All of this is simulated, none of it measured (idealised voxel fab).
voxel capacitor over wiring: a process module
cross-section cut | 260 nm wide | cells 5 nm
Notation: cross-section as square-cell grid; stated in bands, top first, going down; one or more cell rows per band. Top, bottom (nm), then materials left to right with widths (nm); lone material tagged "throughout" fills the whole band edge to edge; "empty" = empty space. Height 0 is the level under which the wafer as received is all one material. The lowest band goes on downwards, as in "from 0 down". Quick explanation for "30..40": the width changes in equal steps down the rows of cells, from the first number in the band's top row to the second number in its bottom row. Any step labelled "nothing changed" changed none of the cells in the cross-section. Heads up: "Closed internal cavities" only lists the empty pockets with no open path to the top that are 8 cells or more, and it writes them as width x height at distance, distance from the left edge, in nm. Text after the settings on a step's line: the simulator's own remark on that step. overlay nm, on a step with a mask: how far to the right of its planned place the mask lay; to the left if negative.
Here's what the planned process steps look like
1: RECEIVE [material Si]
2: CONFORMAL_DEP [material SiO2] [thk nm 15]
3: DIRECTIONAL_DEP [material TiN] [thk nm 5]
4: DIRECTIONAL_DEP [material W] [thk nm 25]
5: DIRECTIONAL_DEP [material aC] [thk nm 10]
6: PATTERN [tone cover] [mask id METAL_1] [material resist] [width nm 20] [pitch nm 85] [thk nm 25] [overlay nm 0]
7: DIRECTIONAL_ETCH [etch materials aC] [depth nm 10]
8: STRIP [etch materials resist]
9: DIRECTIONAL_ETCH [etch materials W] [depth nm 25]
10: DIRECTIONAL_ETCH [etch materials TiN] [depth nm 5]
11: STRIP [etch materials aC]
12: CONFORMAL_DEP [material SiN] [thk nm 5]
13: FILL_DEP [material SiO2] [thk nm 5]
14: CMP [height nm 45]
15: CONFORMAL_DEP [material SiCN] [thk nm 5]
16: DIRECTIONAL_DEP [material lowk] [thk nm 10]
17: MASKED_ETCH [tone open] [mask id PLUG_1] [width nm 15] [etch materials lowk] [depth nm 10] [overlay nm 0]
18: MASKED_ETCH [tone open] [mask id PLUG_1] [width nm 15] [etch materials SiCN] [depth nm 5] [overlay nm 0]
19: CONFORMAL_DEP [material TiN] [thk nm 5]
20: FILL_DEP [material Cu] [thk nm 10]
21: CMP [height nm 60]
22: DIRECTIONAL_DEP [material TiN] [thk nm 10]
23: DIRECTIONAL_DEP [material HfO2] [thk nm 5]
24: DIRECTIONAL_DEP [material TiN] [thk nm 5]
25: DIRECTIONAL_DEP [material aC] [thk nm 15]
26: PATTERN [tone cover] [mask id UPPER_PLATE] [material resist] [width nm 70] [thk nm 35] [overlay nm 0]
27: DIRECTIONAL_ETCH [etch materials aC] [depth nm 15]
28: STRIP [etch materials resist]
29: DIRECTIONAL_ETCH [etch materials TiN] [depth nm 5]
30: DIRECTIONAL_ETCH [etch materials HfO2] [depth nm 5]
31: STRIP [etch materials aC]
32: MASKED_ETCH [tone cover] [mask id LOWER_PLATE] [width nm 80] [etch materials TiN] [depth nm 10] [overlay nm 0]
33: FILL_DEP [material SiO2] [thk nm 20]
34: CMP [height nm 95]
35: PATTERN [tone open] [mask id PLUG_2] [material resist] [width nm 15] [thk nm 15] [overlay nm 0]
36: DIRECTIONAL_ETCH [etch materials SiO2] [depth nm 15]
37: STRIP [etch materials resist]
38: CONFORMAL_DEP [material TiN] [thk nm 5]
39: FILL_DEP [material Cu] [thk nm 5]
40: CMP [height nm 95]
41: CONFORMAL_DEP [material SiN] [thk nm 5]
Cross-section of the wafer upon arrival, representing the state reached after step 1
* from 0 down | Si throughout
* Closed internal cavities: none
Look at the cross-section after the module: the wafer started out the way shown above and the plan was the one shown above, yet one mistake was made along the way
* from 100 to 95 | SiN throughout
* from 95 to 85 | SiO2=85 / TiN=5 / Cu=5 / TiN=5 / SiO2=160
* from 85 to 75 | SiO2=85..80 / TiN=15..70 / SiO2=160..110
* from 75 to 70 | SiO2=80 / HfO2=70 / SiO2=110
* from 70 to 60 | SiO2=75 / TiN=80 / SiO2=105
* from 60 to 50 | lowk=80 / TiN=5 / Cu=5 / TiN=5 / lowk=165
* from 50 to 45 | SiCN=80 / TiN=15 / SiCN=165
* from 45 to 20 | SiO2=70 / SiN=5 / W=20 / SiN=5 / SiO2=55 / SiN=5 / W=20 / SiN=5 / SiO2=75
* from 20 to 15 | SiN=75 / TiN=20 / SiN=65 / TiN=20 / SiN=80
* from 15 to 0 | SiO2 throughout
* from 0 down | Si throughout
* Closed internal cavities: none
Plan not followed: contrary to plan, step 35 was performed as PATTERN [tone open] [mask id PLUG_2] [material resist] [width nm 15] [thk nm 15] [overlay nm -5]
